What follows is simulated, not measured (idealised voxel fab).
Presented below is a process module, voxel ribs on slabs.
Square cells of 5 nm make up the cross-section cut, whose width is 270 nm.
Heads up, the way a cross-section reads in here is a grid of square cells, handed over as bands from the top down, with every band being one or more rows of cells.
First you get the band's top height and its bottom height, in nm, and then the materials it's made of, left to right, with each width in nm. If you see a single material with "all across", that one covers the band edge to edge. "air" is empty space.
Note: height 0 marks the level under which the wafer is uniformly one material as received. Lowest band unbounded below, written "top 0, no bottom".
Width spec "30 to 40" -> top row of cells at first value, bottom row at second value, equal per-row change in between.
Reading "nothing was modified" for a step: not a cell of the cross-section changed in it.
For the entry "Sealed void list", the listed items are empty spaces with no open way to the top whose size is 8 cells or more; each item follows the pattern width x height at distance, where distance is from the left edge and all three are in nm.
Anything after a step's settings on that line? It's the simulator's own note about the step.
For masked steps, "overlay nm" on the step line gives how far right of plan the mask actually lay; a minus sign means it lay to the left.

Here's what the planned process steps look like
- 1: RECEIVE | material Si
- 2: DIRECTIONAL_DEP | material SiO2 | thk nm 30
- 3: DIRECTIONAL_DEP | material polySi | thk nm 15
- 4: MASKED_ETCH | tone cover | mask id RIB | width nm 30 | etch materials polySi | depth nm 10 | overlay nm 0
- 5: MASKED_ETCH | tone cover | mask id SLAB | width nm 60 | etch materials polySi | depth nm 5 | overlay nm 0
- 6: FILL_DEP | material SiO2 | thk nm 25
- 7: CMP | height nm 60
- 8: DIRECTIONAL_DEP | material W | thk nm 10
- 9: PATTERN | tone cover | mask id HEATER | material resist | width nm 40 | thk nm 20 | overlay nm 0
- 10: DIRECTIONAL_ETCH | etch materials W | depth nm 10
- 11: STRIP | etch materials resist
- 12: CONFORMAL_DEP | material SiN | thk nm 5

Cross-section: wafer on arrival = after step 1
    top 0, no bottom  Si all across
    Sealed void list: none

The following cross-section depicts the wafer upon conclusion of the module. Processing commenced from the starting condition illustrated above and adhered to the plan illustrated above, save for one mistake in execution
    top 75, bottom 70  air (110) / SiN (50) / air (110)
    top 70, bottom 65  air (110) / SiN (5) / W (40) / SiN (5) / air (110)
    top 65, bottom 60  SiN (115) / W (40) / SiN (115)
    top 60, bottom 45  SiO2 all across
    top 45, bottom 40  SiO2 (105) / polySi (15) / SiO2 (30) / polySi (15) / SiO2 (105)
    top 40, bottom 35  polySi (120) / SiO2 (30) / polySi (120)
    top 35, bottom 30  polySi all across
    top 30, bottom 0  SiO2 all across
    top 0, no bottom  Si all across
    Sealed void list: none
Heads up, the wafer didn't run the way we planned it: step 4 deviated from plan and actually ran as MASKED_ETCH | tone open | mask id RIB | width nm 30 | etch materials polySi | depth nm 10 | overlay nm 0
